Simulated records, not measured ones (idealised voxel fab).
Module name: voxel wiring stack (process module)
It is cross-section cut that appears here, measuring 280 nm in width, its square cells being 5 nm in size.
Square cells in a grid make up a cross-section in this document, and the grid is given as bands, listed from the top down, each one or more rows of cells.
In this notation a band is specified by the heights of its top and bottom, in that order and in nm, after which its materials appear from left to right, each paired with its width in nm. The word "throughout" attached to a single material means that material fills the band from edge to edge; the word "blank" stands for empty space.
For the purposes of this specification, 0 denotes the height below which the wafer in its as-received condition is composed wholly of one material, and the lowermost band, lacking a lower limit, extends downward without end, as expressed in "0..down".
With a width like "30 to 40", each row of cells in the band differs from the next by the same amount, the top row carrying the first number and the bottom row the second.
Key: "nothing different" - step with no changed cell in the cross-section.
"Unvented cavities" means: voids of 8 cells or more that are shut off from the top with no open way through. Written width x height at distance, distance from the left edge, in nm.
That trailing text on a step's line, after the settings, is the simulator's own remark on the step.
Steps that use a mask can have "overlay nm" on their line. It says how far the mask sat to the right of where it was meant to be. Negative means to the left.

-- Process steps (planned)
1. RECEIVE | material Si
2. CONFORMAL_DEP | material SiO2 | thk nm 10
3. CONFORMAL_DEP | material SiCN | thk nm 5
4. DIRECTIONAL_DEP | material lowk | thk nm 25
5. DIRECTIONAL_DEP | material aC | thk nm 10
6. PATTERN | tone open | mask id METAL_1 | material resist | width nm 30 | pitch nm 45 | thk nm 30 | overlay nm 0
7. DIRECTIONAL_ETCH | etch materials aC | depth nm 10
8. STRIP | etch materials resist
9. DIRECTIONAL_ETCH | etch materials lowk | depth nm 25
10. DIRECTIONAL_ETCH | etch materials SiCN | depth nm 5
11. STRIP | etch materials aC
12. CONFORMAL_DEP | material TiN | thk nm 5
13. FILL_DEP | material W | thk nm 5
14. CMP | height nm 40
15. CONFORMAL_DEP | material SiCN | thk nm 5
16. DIRECTIONAL_DEP | material SiO2 | thk nm 25
17. DIRECTIONAL_DEP | material aC | thk nm 15
18. PATTERN | tone open | mask id METAL_2_HOLES | material resist | width nm 15 | thk nm 30 | overlay nm 0
19. DIRECTIONAL_ETCH | etch materials aC | depth nm 15
20. STRIP | etch materials resist
21. DIRECTIONAL_ETCH | etch materials SiO2 | depth nm 25
22. STRIP | etch materials aC
23. PATTERN | tone open | mask id METAL_2 | material resist | width nm 30 | pitch nm 45 | thk nm 20 | overlay nm 0
24. DIRECTIONAL_ETCH | etch materials SiO2 | depth nm 15
25. DIRECTIONAL_ETCH | etch materials SiCN | depth nm 5
26. STRIP | etch materials resist
27. CONFORMAL_DEP | material TiN | thk nm 5
28. FILL_DEP | material Cu | thk nm 10
29. CMP | height nm 70
30. CONFORMAL_DEP | material SiCN | thk nm 5
31. DIRECTIONAL_DEP | material SiO2 | thk nm 15
32. MASKED_ETCH | tone open | mask id PLUG_2 | width nm 15 | pitch nm 45 | etch materials SiO2 | depth nm 15 | overlay nm 0
33. MASKED_ETCH | tone open | mask id PLUG_2 | width nm 15 | pitch nm 45 | etch materials SiCN | depth nm 5 | overlay nm 0
34. EPI | material Ru | thk nm 10
35. EPI | material Ru | thk nm 10
36. DIRECTIONAL_DEP | material TiN | thk nm 5
37. DIRECTIONAL_DEP | material W | thk nm 20
38. PATTERN | tone cover | mask id METAL_3 | material resist | width nm 30 | pitch nm 45 | thk nm 15 | overlay nm 0
39. DIRECTIONAL_ETCH | etch materials W | depth nm 20
40. DIRECTIONAL_ETCH | etch materials TiN | depth nm 5
41. STRIP | etch materials resist
42. CONFORMAL_DEP | material SiCN | thk nm 5
43. FILL_DEP | material SiO2 | thk nm 5
44. CMP | height nm 115
45. CONFORMAL_DEP | material SiCN | thk nm 5
46. DIRECTIONAL_DEP | material SiO2 | thk nm 10
47. DIRECTIONAL_DEP | material aC | thk nm 15
48. PATTERN | tone open | mask id PLUG_3 | material resist | width nm 15 | thk nm 35 | overlay nm 0
49. DIRECTIONAL_ETCH | etch materials aC | depth nm 15
50. STRIP | etch materials resist
51. DIRECTIONAL_ETCH | etch materials SiO2 | depth nm 10
52. DIRECTIONAL_ETCH | etch materials SiCN | depth nm 5
53. STRIP | etch materials aC
54. CONFORMAL_DEP | material TiN | thk nm 5
55. FILL_DEP | material Ru | thk nm 10
56. CMP | height nm 130
57. CONFORMAL_DEP | material SiN | thk nm 5
58. DIRECTIONAL_DEP | material SiO2 | thk nm 25
59. DIRECTIONAL_DEP | material aC | thk nm 10
60. PATTERN | tone open | mask id METAL_4 | material resist | width nm 30 | pitch nm 45 | thk nm 25 | overlay nm 0
61. DIRECTIONAL_ETCH | etch materials aC | depth nm 10
62. STRIP | etch materials resist
63. DIRECTIONAL_ETCH | etch materials SiO2 | depth nm 25
64. DIRECTIONAL_ETCH | etch materials SiN | depth nm 5
65. STRIP | etch materials aC
66. CONFORMAL_DEP | material TiN | thk nm 5
67. FILL_DEP | material Cu | thk nm 5
68. CMP | height nm 160
69. CONFORMAL_DEP | material SiN | thk nm 5

-- Cross-section, incoming material, after step 1
	0..down: Si throughout
	Unvented cavities: none

-- a wafer at the end: this start, this plan, one mistake
	165..160: SiN throughout
	160..135: 100 SiO2; 5 TiN; 20 Cu; 5 TiN; 15 SiO2; 5 TiN; 20 Cu; 5 TiN; 105 SiO2
	135..130: 100 SiN; 30 TiN; 15 SiN; 30 TiN; 105 SiN
	130..120: 100 SiO2; 5 TiN; 5 Ru; 5 TiN; 165 SiO2
	120..115: 100 SiCN; 15 TiN; 165 SiCN
	115..110: 95 SiO2; 5 SiCN; 30 W; 5 SiCN; 5 SiO2; 5 SiCN; 30 W; 5 SiCN; 100 SiO2
	110..105: 100 SiCN; 15 W; 15 TiN; 15 SiCN; 15 W; 15 TiN; 105 SiCN
	105..95: 100 SiO2; 15 W; 30 SiO2; 15 W; 120 SiO2
	95..90: 100 SiO2; 15 TiN; 30 SiO2; 15 TiN; 120 SiO2
	90..75: SiO2 throughout
	75..70: SiCN throughout
	70..60: 100 SiO2; 5 TiN; 20 Cu; 5 TiN; 15 SiO2; 5 TiN; 20 Cu; 5 TiN; 105 SiO2
	60..55: 100 SiO2; 5 TiN; 5 Cu; 20 TiN; 15 SiO2; 30 TiN; 105 SiO2
	55..45: 100 SiO2; 5 TiN; 5 Cu; 5 TiN; 165 SiO2
	45..40: 100 SiCN; 15 TiN; 165 SiCN
	40..15: 100 lowk; 5 TiN; 20 W; 5 TiN; 15 lowk; 5 TiN; 20 W; 5 TiN; 105 lowk
	15..10: 100 SiCN; 30 TiN; 15 SiCN; 30 TiN; 105 SiCN
	10..0: SiO2 throughout
	0..down: Si throughout
	Unvented cavities: none
Against the plan, the run slipped here: the plan's step 31 ran twice
